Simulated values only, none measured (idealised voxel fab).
Name of the process module below: voxel gate over fins
Pictured: cross-section cut, 275 nm wide, on a grid of 5 nm square cells.
Cross-section = grid of square cells, listed top down in bands; band = one or more rows. In this notation a band is specified by the heights of its top and bottom, in that order and in nm, after which its materials appear from left to right, each paired with its width in nm. The word "full width" attached to a single material means that material fills the band from edge to edge; the word "blank" stands for empty space. A quick word on heights: they are counted from 0, and under that level the wafer as it came to us is one material throughout. The lowest band is different from the rest in having no bottom; it simply continues downward, written as in "0 down". With a width like "30->40", each row of cells in the band differs from the next by the same amount, the top row carrying the first number and the bottom row the second. A step reported as "nothing different" is a step in which no cell of the cross-section changed. "Closed void listing": empty spaces of 8 cells or more with no open way to the top, each given as width x height at distance, distance from the left edge, all in nm. Heads up: the bit after the settings on a step's line is the simulator's remark on that step. The optional step-line setting "overlay nm" applies to steps with a mask and quantifies how far to the right of its planned location the mask lay, a negative value indicating leftward placement.

Set out below are the planned steps of the process
1) RECEIVE, material Si
2) CONFORMAL_DEP, material SiN, thk nm 10
3) PATTERN, tone cover, mask id FINS, material resist, width nm 15, pitch nm 60, thk nm 15, overlay nm 0
4) DIRECTIONAL_ETCH, etch materials SiN, depth nm 10
5) DIRECTIONAL_ETCH, etch materials Si, depth nm 30
6) STRIP, etch materials resist
7) OXIDIZE, depth nm 5
8) FILL_DEP, material SiO2, thk nm 5
9) CMP, height nm 10
10) MASKED_ETCH, tone open, mask id RAIL, width nm 15, etch materials SiO2, depth nm 35, overlay nm 0
11) CONFORMAL_DEP, material TiN, thk nm 5
12) FILL_DEP, material W, thk nm 5
13) CMP, height nm 10
14) SELECTIVE_ETCH, etch materials W Ru TiN, depth nm 30
15) FILL_DEP, material SiO2, thk nm 5
16) CMP, height nm 10
17) SELECTIVE_ETCH, etch materials SiO2, depth nm 25
18) STRIP, etch materials SiN
19) CONFORMAL_DEP, material HfO2, thk nm 5
20) CONFORMAL_DEP, material TiN, thk nm 5
21) CONFORMAL_DEP, material TiAl, thk nm 5
22) CONFORMAL_DEP, material TiN, thk nm 5
23) FILL_DEP, material W, thk nm 15
24) CMP, height nm 30
25) CONFORMAL_DEP, material SiCN, thk nm 5

Shown in cross-section is the wafer as received, that is, as it stands after step 1
- 0 down | Si full width
- Closed void listing: none

The cross-section shown corresponds to the wafer at the conclusion of the module. The initial structure and the process plan are those presented above; however, one mistake occurred in executing the plan
- 35 to 30 | SiCN full width
- 30 to 25 | W: 80; TiN: 55; W: 140
- 25 to 20 | W: 80; TiN: 5; TiAl: 45; TiN: 5; W: 140
- 20 to 15 | W: 55; TiN: 30; TiAl: 5; TiN: 35; TiAl: 5; TiN: 30; W: 15; TiN: 45; W: 55
- 15 to 10 | W: 55; TiN: 5; TiAl: 30; TiN: 5; HfO2: 25; TiN: 5; TiAl: 30; TiN: 5; W: 15; TiN: 5; TiAl: 35; TiN: 5; W: 55
- 10 to 5 | W: 55; TiN: 5; TiAl: 5; TiN: 30; HfO2: 25; TiN: 30; TiAl: 5; TiN: 5; W: 15; TiN: 5; TiAl: 5; TiN: 25; TiAl: 5; TiN: 5; W: 55
- 5 to 0 | TiN: 60; TiAl: 5; TiN: 5; HfO2: 15; TiN: 10; HfO2: 25; TiN: 10; HfO2: 15; TiN: 5; TiAl: 5; TiN: 25; TiAl: 5; TiN: 5; HfO2: 15; TiN: 5; TiAl: 5; TiN: 60
- 0 to -5 | TiAl: 65; TiN: 5; HfO2: 5; Si: 5; HfO2: 5; TiN: 10; HfO2: 25; TiN: 10; HfO2: 5; Si: 5; HfO2: 5; TiN: 5; TiAl: 35; TiN: 5; HfO2: 5; Si: 5; HfO2: 5; TiN: 5; TiAl: 65
- -5 to -10 | TiN: 70; HfO2: 5; Si: 5; HfO2: 5; TiN: 10; HfO2: 25; TiN: 10; HfO2: 5; Si: 5; HfO2: 5; TiN: 45; HfO2: 5; Si: 5; HfO2: 5; TiN: 70
- -10 to -15 | HfO2: 75; Si: 5; HfO2: 55; Si: 5; HfO2: 55; Si: 5; HfO2: 75
- -15 to -20 | SiO2: 75; Si: 5; SiO2: 20; HfO2: 15; SiO2: 20; Si: 5; SiO2: 55; Si: 5; SiO2: 75
- -20 to -25 | SiO2: 75; Si: 5; SiO2: 20; TiN: 15; SiO2: 20; Si: 5; SiO2: 55; Si: 5; SiO2: 75
- -25 to -35 | SiO2: 75; Si: 5; SiO2: 55; Si: 5; SiO2: 55; Si: 5; SiO2: 75
- -35 down | Si full width
- Closed void listing: none
Heads up, the wafer didn't run the way we planned it: step 15 deviated from plan and actually ran as FILL_DEP, material HfO2, thk nm 5
